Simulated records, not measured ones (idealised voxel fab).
The process module that follows is named voxel trench capacitor.
Section shown: cut. Width: 140 nm. Cell size: 5 nm, square.
Just so we're on the same page, the cross-sections are grids of square cells, and they're listed out in bands top to bottom, each band one or more rows deep. Band: top and bottom heights (nm) first, top before bottom; then materials from left to right, widths in nm. "everywhere" marks a sole material filling the band edge to edge. "empty" denotes empty space. Below 0: as-received wafer, all one material; heights counted from there. Lowest band: no bottom, goes on down, written "top 0, no bottom". Think of "30 to 40" as a width that walks from the first number to the second as you go down the band, top row to bottom row, taking equal-sized steps from row to row. Step note "remained unchanged" = no cross-section cell changed. The entry "Fully sealed voids" lists the empty spaces that cover at least 8 cells and have no open path to the top. Each is written as width x height at distance, where the distance is measured from the left edge and all three values are in nm. Step line, after settings: the simulator's comment on this step. "overlay nm" answers the question of how far to the right of plan the mask lay on a step that has a mask, and when it is negative the answer is to the left.

THE PROCESS STEPS THAT WERE PLANNED ARE LISTED BELOW
1,RECEIVE [material Si]
2,CONFORMAL_DEP [material SiN] [thk nm 10]
3,PATTERN [tone open] [mask id TRENCH] [material resist] [width nm 20] [pitch nm 40] [thk nm 15] [overlay nm -15]
4,DIRECTIONAL_ETCH [etch materials SiN] [depth nm 10]
5,DIRECTIONAL_ETCH [etch materials Si] [depth nm 25]
6,STRIP [etch materials resist]
7,CONFORMAL_DEP [material SiO2] [thk nm 5]
8,FILL_DEP [material polySi] [thk nm 10]
9,CMP [height nm 10]
What sets these wafers apart? The overlay nm at step 3. They all start alike, and the plan carries the first wafer's value.

HERE'S THE FIRST OF THE WAFERS IN CROSS-SECTION, JUST AS WE GOT IT, I.E. AFTER STEP 1
  top 0, no bottom = Si everywhere
  Fully sealed voids: none

AT THE END OF THE MODULE, AFTER ITS LAST STEP, STEP 9, THE FIRST OF SEVERAL WAFERS APPEARS IN CROSS-SECTION AS FOLLOWS
  top 10, bottom 0 = SiN (25) | SiO2 (5) | polySi (10) | SiO2 (5) | SiN (20) | SiO2 (5) | polySi (10) | SiO2 (5) | SiN (55)
  top 0, bottom -20 = Si (25) | SiO2 (5) | polySi (10) | SiO2 (5) | Si (20) | SiO2 (5) | polySi (10) | SiO2 (5) | Si (55)
  top -20, bottom -25 = Si (25) | SiO2 (20) | Si (20) | SiO2 (20) | Si (55)
  top -25, no bottom = Si everywhere
  Fully sealed voids: none

THE FINAL WAFER, SECTIONED AT MODULE END
  top 10, bottom 0 = SiN (55) | SiO2 (5) | polySi (10) | SiO2 (5) | SiN (20) | SiO2 (5) | polySi (10) | SiO2 (5) | SiN (25)
  top 0, bottom -20 = Si (55) | SiO2 (5) | polySi (10) | SiO2 (5) | Si (20) | SiO2 (5) | polySi (10) | SiO2 (5) | Si (25)
  top -20, bottom -25 = Si (55) | SiO2 (20) | Si (20) | SiO2 (20) | Si (25)
  top -25, no bottom = Si everywhere
  Fully sealed voids: none

TAKE ANY ROW AND YOU HAVE A WAFER AT THE END OF THE MODULE: HOW MANY CELLS OF EACH MATERIAL IT HAS GAINED (+) OR LOST (-) SINCE IT WAS RECEIVED, AND THEN ITS CLOSED VOIDS
overlay nm -15 | -40 Si | +40 SiN | +32 SiO2 | +24 polySi | Fully sealed voids: none
overlay nm -10 | -40 Si | +40 SiN | +32 SiO2 | +24 polySi | Fully sealed voids: none
overlay nm -5 | -40 Si | +40 SiN | +32 SiO2 | +24 polySi | Fully sealed voids: none
overlay nm 0 | -40 Si | +40 SiN | +32 SiO2 | +24 polySi | Fully sealed voids: none
overlay nm 5 | -40 Si | +40 SiN | +32 SiO2 | +24 polySi | Fully sealed voids: none
overlay nm 10 | -40 Si | +40 SiN | +32 SiO2 | +24 polySi | Fully sealed voids: none
overlay nm 15 | -40 Si | +40 SiN | +32 SiO2 | +24 polySi | Fully sealed voids: none
